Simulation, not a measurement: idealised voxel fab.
process module | voxel air gaps
cross-section cut | 155 nm wide | cells 5 nm
Cross-section layout: square cells on a grid; listed as bands, top to bottom; a band spans one or more cell rows. First you get the band's top height and its bottom height, in nm, and then the materials it's made of, left to right, with each width in nm. If you see a single material with "everywhere", that one covers the band edge to edge. "empty" is empty space. All heights in this document are referenced to 0, defined as the level beneath which the wafer, as received, consists entirely of one material. The lowest band is not bounded below; it extends indefinitely downward and is written in the form "top 0, no bottom". Width: "30 to 40" (first number = top row, second number = bottom row, same change from row to row of cells). What does "same as before" mean for a step? It means no cell of the cross-section changed in that step. "Sealed voids": empty spaces of 8 cells or more with no open way to the top, each given as width x height at distance, distance from the left edge, all in nm. Note: text after step settings on the step line = simulator remark on that step. Among the settings permitted on a step's line is "overlay nm"; applied to a step with a mask, it specifies the extent to which the mask lay to the right of its planned position, whereas a negative figure signifies a position to the left.

-- Here's what the planned process steps look like
1,op RECEIVE | material Si
2,op CONFORMAL_DEP | material SiO2 | thk nm 15
3,op CONFORMAL_DEP | material SiN | thk nm 5
4,op DIRECTIONAL_DEP | material lowk | thk nm 35
5,op DIRECTIONAL_DEP | material aC | thk nm 10
6,op PATTERN | tone open | mask id LINES | material resist | width nm 15 | pitch nm 40 | thk nm 30 | overlay nm 0
7,op DIRECTIONAL_ETCH | etch materials aC | depth nm 10
8,op STRIP | etch materials resist
9,op DIRECTIONAL_ETCH | etch materials lowk | depth nm 35
10,op STRIP | etch materials aC
11,op CONFORMAL_DEP | material TiN | thk nm 5
12,op FILL_DEP | material Ru | thk nm 5
13,op CMP | height nm 55
14,op EPI | material Ru | thk nm 10
15,op SELECTIVE_ETCH | etch materials lowk | depth nm 45
16,op CONFORMAL_DEP | material SiN | thk nm 5

-- First out of two wafers; run went to plan

-- The cross-section here shows the wafer as received, i.e. in its state after step 1
- top 0, no bottom: Si everywhere
- Sealed voids: none

-- Cross-section through the wafer, step 2 finished
- top 15, bottom 0: SiO2 everywhere
- For the remainder of the cross-section, below 0, there is no change.

-- Cross-section through the wafer, step 3 finished
- top 20, bottom 15: SiN everywhere
- For the remainder of the cross-section, below 15, there is no change.

-- Cross-section through the wafer, step 4 finished
- top 55, bottom 20: lowk everywhere
- For the remainder of the cross-section, below 20, there is no change.

-- Cross-section through the wafer, step 5 finished
- top 65, bottom 55: aC everywhere
- For the remainder of the cross-section, below 55, there is no change.

-- Cross-section through the wafer, step 6 finished
- top 95, bottom 65: resist: 30 / empty: 15 / resist: 25 / empty: 15 / resist: 25 / empty: 15 / resist: 30
- For the remainder of the cross-section, below 65, there is no change.

-- Cross-section through the wafer, step 7 finished
- top 85, bottom 65: resist: 30 / empty: 15 / resist: 25 / empty: 15 / resist: 25 / empty: 15 / resist: 30
- top 65, bottom 55: aC: 30 / empty: 15 / aC: 25 / empty: 15 / aC: 25 / empty: 15 / aC: 30
- For the remainder of the cross-section, below 55, there is no change.

-- Cross-section through the wafer, step 8 finished
- top 65, bottom 55: aC: 30 / empty: 15 / aC: 25 / empty: 15 / aC: 25 / empty: 15 / aC: 30
- For the remainder of the cross-section, below 55, there is no change.

-- Cross-section through the wafer, step 9 finished
- top 65, bottom 55: aC: 30 / empty: 15 / aC: 25 / empty: 15 / aC: 25 / empty: 15 / aC: 30
- top 55, bottom 20: lowk: 30 / empty: 15 / lowk: 25 / empty: 15 / lowk: 25 / empty: 15 / lowk: 30
- For the remainder of the cross-section, below 20, there is no change.

-- Cross-section through the wafer, step 10 finished
- top 55, bottom 20: lowk: 30 / empty: 15 / lowk: 25 / empty: 15 / lowk: 25 / empty: 15 / lowk: 30
- For the remainder of the cross-section, below 20, there is no change.

-- Cross-section through the wafer, step 11 finished
- top 60, bottom 55: TiN: 35 / empty: 5 / TiN: 35 / empty: 5 / TiN: 35 / empty: 5 / TiN: 35
- top 55, bottom 25: lowk: 30 / TiN: 5 / empty: 5 / TiN: 5 / lowk: 25 / TiN: 5 / empty: 5 / TiN: 5 / lowk: 25 / TiN: 5 / empty: 5 / TiN: 5 / lowk: 30
- top 25, bottom 20: lowk: 30 / TiN: 15 / lowk: 25 / TiN: 15 / lowk: 25 / TiN: 15 / lowk: 30
- For the remainder of the cross-section, below 20, there is no change.

-- Cross-section through the wafer, step 12 finished
- top 65, bottom 60: Ru everywhere
- top 60, bottom 55: TiN: 35 / Ru: 5 / TiN: 35 / Ru: 5 / TiN: 35 / Ru: 5 / TiN: 35
- top 55, bottom 25: lowk: 30 / TiN: 5 / Ru: 5 / TiN: 5 / lowk: 25 / TiN: 5 / Ru: 5 / TiN: 5 / lowk: 25 / TiN: 5 / Ru: 5 / TiN: 5 / lowk: 30
- For the remainder of the cross-section, below 25, there is no change.

-- Cross-section through the wafer, step 13 finished
- top 55, bottom 25: lowk: 30 / TiN: 5 / Ru: 5 / TiN: 5 / lowk: 25 / TiN: 5 / Ru: 5 / TiN: 5 / lowk: 25 / TiN: 5 / Ru: 5 / TiN: 5 / lowk: 30
- For the remainder of the cross-section, below 25, there is no change.

-- Cross-section through the wafer, step 14 finished
- top 65, bottom 55: empty: 20 / Ru: 35 / empty: 5 / Ru: 35 / empty: 5 / Ru: 35 / empty: 20
- For the remainder of the cross-section, below 55, there is no change.

-- Cross-section through the wafer, step 15 finished
- top 65, bottom 55: empty: 20 / Ru: 35 / empty: 5 / Ru: 35 / empty: 5 / Ru: 35 / empty: 20
- top 55, bottom 25: empty: 30 / TiN: 5 / Ru: 5 / TiN: 5 / empty: 25 / TiN: 5 / Ru: 5 / TiN: 5 / empty: 25 / TiN: 5 / Ru: 5 / TiN: 5 / empty: 30
- top 25, bottom 20: empty: 30 / TiN: 15 / empty: 25 / TiN: 15 / empty: 25 / TiN: 15 / empty: 30
- For the remainder of the cross-section, below 20, there is no change.

-- Cross-section through the wafer, step 16 finished
- top 70, bottom 65: empty: 15 / SiN: 125 / empty: 15
- top 65, bottom 55: empty: 15 / SiN: 5 / Ru: 35 / SiN: 5 / Ru: 35 / SiN: 5 / Ru: 35 / SiN: 5 / empty: 15
- top 55, bottom 50: empty: 15 / SiN: 15 / TiN: 5 / Ru: 5 / TiN: 5 / SiN: 25 / TiN: 5 / Ru: 5 / TiN: 5 / SiN: 25 / TiN: 5 / Ru: 5 / TiN: 5 / SiN: 15 / empty: 15
- top 50, bottom 25: empty: 25 / SiN: 5 / TiN: 5 / Ru: 5 / TiN: 5 / SiN: 5 / empty: 15 / SiN: 5 / TiN: 5 / Ru: 5 / TiN: 5 / SiN: 5 / empty: 15 / SiN: 5 / TiN: 5 / Ru: 5 / TiN: 5 / SiN: 5 / empty: 25
- top 25, bottom 20: SiN: 30 / TiN: 15 / SiN: 25 / TiN: 15 / SiN: 25 / TiN: 15 / SiN: 30
- For the remainder of the cross-section, below 20, there is no change.
- Sealed voids: 15 x 25 at 50; 15 x 25 at 90

-- Second wafer: same start and same plan as the first, one execution error; identical to the first through step 1

-- Cross-sectional view of the second wafer at the intended end time of process step 2
- top 15, bottom 0: SiN everywhere
- For the remainder of the cross-section, below 0, there is no change.

-- Cross-sectional view of the second wafer at the intended end time of process step 3
- top 20, bottom 0: SiN everywhere
- For the remainder of the cross-section, below 0, there is no change.

-- Cross-sectional view of the second wafer at the intended end time of process step 4
- top 55, bottom 20: lowk everywhere
- For the remainder of the cross-section, below 20, there is no change.

-- Cross-sectional view of the second wafer at the intended end time of process step 5
- top 65, bottom 55: aC everywhere
- For the remainder of the cross-section, below 55, there is no change.

-- Cross-sectional view of the second wafer at the intended end time of process step 6
- top 95, bottom 65: resist: 30 / empty: 15 / resist: 25 / empty: 15 / resist: 25 / empty: 15 / resist: 30
- For the remainder of the cross-section, below 65, there is no change.

-- Cross-sectional view of the second wafer at the intended end time of process step 7
- top 85, bottom 65: resist: 30 / empty: 15 / resist: 25 / empty: 15 / resist: 25 / empty: 15 / resist: 30
- top 65, bottom 55: aC: 30 / empty: 15 / aC: 25 / empty: 15 / aC: 25 / empty: 15 / aC: 30
- For the remainder of the cross-section, below 55, there is no change.

-- Cross-sectional view of the second wafer at the intended end time of process step 8
- top 65, bottom 55: aC: 30 / empty: 15 / aC: 25 / empty: 15 / aC: 25 / empty: 15 / aC: 30
- For the remainder of the cross-section, below 55, there is no change.

-- Cross-sectional view of the second wafer at the intended end time of process step 9
- top 65, bottom 55: aC: 30 / empty: 15 / aC: 25 / empty: 15 / aC: 25 / empty: 15 / aC: 30
- top 55, bottom 20: lowk: 30 / empty: 15 / lowk: 25 / empty: 15 / lowk: 25 / empty: 15 / lowk: 30
- For the remainder of the cross-section, below 20, there is no change.

-- Cross-sectional view of the second wafer at the intended end time of process step 10
- top 55, bottom 20: lowk: 30 / empty: 15 / lowk: 25 / empty: 15 / lowk: 25 / empty: 15 / lowk: 30
- For the remainder of the cross-section, below 20, there is no change.

-- Cross-sectional view of the second wafer at the intended end time of process step 11
- top 60, bottom 55: TiN: 35 / empty: 5 / TiN: 35 / empty: 5 / TiN: 35 / empty: 5 / TiN: 35
- top 55, bottom 25: lowk: 30 / TiN: 5 / empty: 5 / TiN: 5 / lowk: 25 / TiN: 5 / empty: 5 / TiN: 5 / lowk: 25 / TiN: 5 / empty: 5 / TiN: 5 / lowk: 30
- top 25, bottom 20: lowk: 30 / TiN: 15 / lowk: 25 / TiN: 15 / lowk: 25 / TiN: 15 / lowk: 30
- For the remainder of the cross-section, below 20, there is no change.

-- Cross-sectional view of the second wafer at the intended end time of process step 12
- top 65, bottom 60: Ru everywhere
- top 60, bottom 55: TiN: 35 / Ru: 5 / TiN: 35 / Ru: 5 / TiN: 35 / Ru: 5 / TiN: 35
- top 55, bottom 25: lowk: 30 / TiN: 5 / Ru: 5 / TiN: 5 / lowk: 25 / TiN: 5 / Ru: 5 / TiN: 5 / lowk: 25 / TiN: 5 / Ru: 5 / TiN: 5 / lowk: 30
- For the remainder of the cross-section, below 25, there is no change.

-- Cross-sectional view of the second wafer at the intended end time of process step 13
- top 55, bottom 25: lowk: 30 / TiN: 5 / Ru: 5 / TiN: 5 / lowk: 25 / TiN: 5 / Ru: 5 / TiN: 5 / lowk: 25 / TiN: 5 / Ru: 5 / TiN: 5 / lowk: 30
- For the remainder of the cross-section, below 25, there is no change.

-- Cross-sectional view of the second wafer at the intended end time of process step 14
- top 65, bottom 55: empty: 20 / Ru: 35 / empty: 5 / Ru: 35 / empty: 5 / Ru: 35 / empty: 20
- For the remainder of the cross-section, below 55, there is no change.

-- Cross-sectional view of the second wafer at the intended end time of process step 15
- top 65, bottom 55: empty: 20 / Ru: 35 / empty: 5 / Ru: 35 / empty: 5 / Ru: 35 / empty: 20
- top 55, bottom 25: empty: 30 / TiN: 5 / Ru: 5 / TiN: 5 / empty: 25 / TiN: 5 / Ru: 5 / TiN: 5 / empty: 25 / TiN: 5 / Ru: 5 / TiN: 5 / empty: 30
- top 25, bottom 20: empty: 30 / TiN: 15 / empty: 25 / TiN: 15 / empty: 25 / TiN: 15 / empty: 30
- For the remainder of the cross-section, below 20, there is no change.

-- Cross-sectional view of the second wafer at the intended end time of process step 16
- top 70, bottom 65: empty: 15 / SiN: 125 / empty: 15
- top 65, bottom 55: empty: 15 / SiN: 5 / Ru: 35 / SiN: 5 / Ru: 35 / SiN: 5 / Ru: 35 / SiN: 5 / empty: 15
- top 55, bottom 50: empty: 15 / SiN: 15 / TiN: 5 / Ru: 5 / TiN: 5 / SiN: 25 / TiN: 5 / Ru: 5 / TiN: 5 / SiN: 25 / TiN: 5 / Ru: 5 / TiN: 5 / SiN: 15 / empty: 15
- top 50, bottom 25: empty: 25 / SiN: 5 / TiN: 5 / Ru: 5 / TiN: 5 / SiN: 5 / empty: 15 / SiN: 5 / TiN: 5 / Ru: 5 / TiN: 5 / SiN: 5 / empty: 15 / SiN: 5 / TiN: 5 / Ru: 5 / TiN: 5 / SiN: 5 / empty: 25
- top 25, bottom 20: SiN: 30 / TiN: 15 / SiN: 25 / TiN: 15 / SiN: 25 / TiN: 15 / SiN: 30
- For the remainder of the cross-section, below 20, there is no change.
- Sealed voids: 15 x 25 at 50; 15 x 25 at 90
Plan not followed: contrary to plan, step 2 was performed as op CONFORMAL_DEP | material SiN | thk nm 15
Per the end-of-run cell counts, the second wafer holds more or fewer of some materials than the first: SiN: 93 more; SiO2: 93 fewer
